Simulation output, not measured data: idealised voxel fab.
The document below concerns the process module designated voxel self aligned vias.
The figure presents cross-section cut, which has a width of 295 nm and is divided into square cells with an edge length of 5 nm.
Notation: cross-section as square-cell grid; stated in bands, top first, going down; one or more cell rows per band.
Basically the band line says how high the top is and how high the bottom is, in nm, and then what's in it from left to right, every material with its width in nm. Empty space shows up as "blank", and if a single material carries "everywhere" it runs the full band edge to edge.
Heights are measured from 0, the level below which the as-received wafer is all one material; the lowest band has no bottom and continues downward, written as in "0 -> down".
A width given as "30 to 40" starts at the first number in the band's top row and ends at the second number in its bottom row, shifting by an equal amount at every step from row to row.
You'll sometimes find "everything unchanged" written for a step, and that's the way of saying that nowhere in the cross-section did a cell change during that step.
So "Enclosed voids" is basically the list of trapped voids: any empty space of 8 cells or more that can't reach the top through an opening. They're written width x height at distance, the distance being from the left edge, and it's all nm.
Anything after a step's settings on that line? It's the simulator's own note about the step.
For masked steps, "overlay nm" on the step line gives how far right of plan the mask actually lay; a minus sign means it lay to the left.
-- Planned process steps
1. RECEIVE,material Si
2. CONFORMAL_DEP,material SiO2,thk nm 10
3. CONFORMAL_DEP,material SiCN,thk nm 5
4. DIRECTIONAL_DEP,material SiO2,thk nm 30
5. MASKED_ETCH,tone open,mask id LINES,width nm 25,pitch nm 65,etch materials SiO2,depth nm 30,overlay nm 0
6. CONFORMAL_DEP,material TiN,thk nm 5
7. FILL_DEP,material W,thk nm 10
8. CMP,height nm 45
9. SELECTIVE_ETCH,etch materials W Ru TiN,depth nm 10
10. FILL_DEP,material SiN,thk nm 5
11. CMP,height nm 45
12. DIRECTIONAL_DEP,material SiO2,thk nm 15
13. PATTERN,tone open,mask id VIAS,material resist,width nm 35,pitch nm 130,thk nm 15,overlay nm 0
14. DIRECTIONAL_ETCH,etch materials SiO2,depth nm 15
15. DIRECTIONAL_ETCH,etch materials SiN,depth nm 10
16. STRIP,etch materials resist
17. CONFORMAL_DEP,material TiN,thk nm 5
18. FILL_DEP,material Ru,thk nm 10
19. CMP,height nm 60
20. CONFORMAL_DEP,material SiCN,thk nm 5
-- Delivered wafer in cross-section: state after step 1
* 0 -> down | Si everywhere
* Enclosed voids: none
-- Post-module cross-section of the first of two wafers (run per plan)
* 65 -> 60 | SiCN everywhere
* 60 -> 50 | 65 SiO2  5 TiN  25 Ru  5 TiN  95 SiO2  5 TiN  25 Ru  5 TiN  65 SiO2
* 50 -> 45 | 65 SiO2  10 TiN  15 Ru  10 TiN  95 SiO2  10 TiN  15 Ru  10 TiN  65 SiO2
* 45 -> 40 | 70 SiO2  5 TiN  15 Ru  5 TiN  40 SiO2  25 SiN  40 SiO2  5 TiN  15 Ru  5 TiN  70 SiO2
* 40 -> 35 | 70 SiO2  25 TiN  40 SiO2  25 SiN  40 SiO2  25 TiN  70 SiO2
* 35 -> 20 | 70 SiO2  5 TiN  15 W  5 TiN  40 SiO2  5 TiN  15 W  5 TiN  40 SiO2  5 TiN  15 W  5 TiN  70 SiO2
* 20 -> 15 | 70 SiO2  25 TiN  40 SiO2  25 TiN  40 SiO2  25 TiN  70 SiO2
* 15 -> 10 | SiCN everywhere
* 10 -> 0 | SiO2 everywhere
* 0 -> down | Si everywhere
* Enclosed voids: none
-- Same start, same plan as the first wafer - but one mistake in the run. Cross-section of the second of the two at the end of the module
* 65 -> 60 | SiCN everywhere
* 60 -> 50 | 65 SiO2  5 TiN  25 Ru  5 TiN  95 SiO2  5 TiN  25 Ru  5 TiN  65 SiO2
* 50 -> 45 | 65 SiO2  10 TiN  15 Ru  10 TiN  95 SiO2  10 TiN  15 Ru  10 TiN  65 SiO2
* 45 -> 40 | 70 SiO2  5 TiN  15 Ru  5 TiN  40 SiO2  25 SiN  40 SiO2  5 TiN  15 Ru  5 TiN  70 SiO2
* 40 -> 35 | 70 SiO2  25 TiN  40 SiO2  25 SiN  40 SiO2  25 TiN  70 SiO2
* 35 -> 20 | 70 SiO2  5 TiN  15 W  5 TiN  40 SiO2  5 TiN  15 W  5 TiN  40 SiO2  5 TiN  15 W  5 TiN  70 SiO2
* 20 -> 15 | 70 SiO2  25 TiN  40 SiO2  25 TiN  40 SiO2  25 TiN  70 SiO2
* 15 -> 5 | SiO2 everywhere
* 5 -> 0 | SiCN everywhere
* 0 -> down | Si everywhere
* Enclosed voids: none
Diagnosis: so 2 and 3 got swapped relative to the plan, each ran where the other was supposed to
Heads up: at the end the two wafers have identical cell counts per material, they're just laid out differently.
